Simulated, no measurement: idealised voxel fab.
This is a process module. Its name is voxel ribs on slabs.
Section shown: cut. Width: 250 nm. Cell size: 5 nm, square.
Format of a cross-section: grid, square cells. Given as bands. Order: top down. Band: one or more rows of cells.
Heights first: top, then bottom, in nm. Then materials, left to right, each with a width in nm. "throughout" on a single material: fills the band edge to edge. "air": empty space.
Below 0: as-received wafer, all one material; heights counted from there. Lowest band: no bottom, goes on down, written "0..down".
When a width is written as two numbers, as in "30->40", the first number is the width in the top row of cells of the band and the second is the width in its bottom row, and the width changes by the same amount from each row to the next.
You'll sometimes find "no modification" written for a step, and that's the way of saying that nowhere in the cross-section did a cell change during that step.
Each empty space that has no open way to the top and spans at least 8 cells appears under "Internal closed voids" as width x height at distance, the distance counted from the left edge, all in nm.
Where a step's line continues beyond its settings, the continuation is a remark by the simulator itself on that step.
overlay nm: where the mask lay relative to plan, measured to the right, on steps with a mask; negatives go left.

STEPS IN THE PROCESS PLAN
1. RECEIVE with material Si
2. DIRECTIONAL_DEP with material SiO2, thk nm 30
3. DIRECTIONAL_DEP with material SiN, thk nm 15
4. PATTERN with tone cover, mask id RIB, material resist, width nm 25, thk nm 15, overlay nm 0
5. DIRECTIONAL_ETCH with etch materials SiN, depth nm 5
6. STRIP with etch materials resist
7. MASKED_ETCH with tone cover, mask id SLAB, width nm 55, etch materials SiN, depth nm 10, overlay nm 0
8. FILL_DEP with material SiO2, thk nm 20
9. CMP with height nm 60
10. DIRECTIONAL_DEP with material W, thk nm 5
11. MASKED_ETCH with tone cover, mask id HEATER, width nm 35, etch materials W, depth nm 5, overlay nm 0
12. CONFORMAL_DEP with material SiN, thk nm 10

WAFER AS RECEIVED: CROSS-SECTION FOLLOWING STEP 1
0..down  Si throughout
Internal closed voids: none

THE MODULE WAS RUN FROM THE START SHOWN ABOVE USING THE PLAN SHOWN ABOVE, BUT ONE MISTAKE WAS MADE DOING IT; THE RESULTING WAFER CROSS-SECTION IS BELOW
75..70  air: 95, then SiN: 55, then air: 100
70..65  SiN throughout
65..60  SiN: 105, then W: 35, then SiN: 110
60..45  W throughout
45..40  W: 110, then SiN: 25, then W: 115
40..30  W: 95, then SiN: 55, then W: 100
30..0  SiO2 throughout
0..down  Si throughout
Internal closed voids: none
Processing error: for step 8, the planned setting was not used; the step was instead run as FILL_DEP with material W, thk nm 20
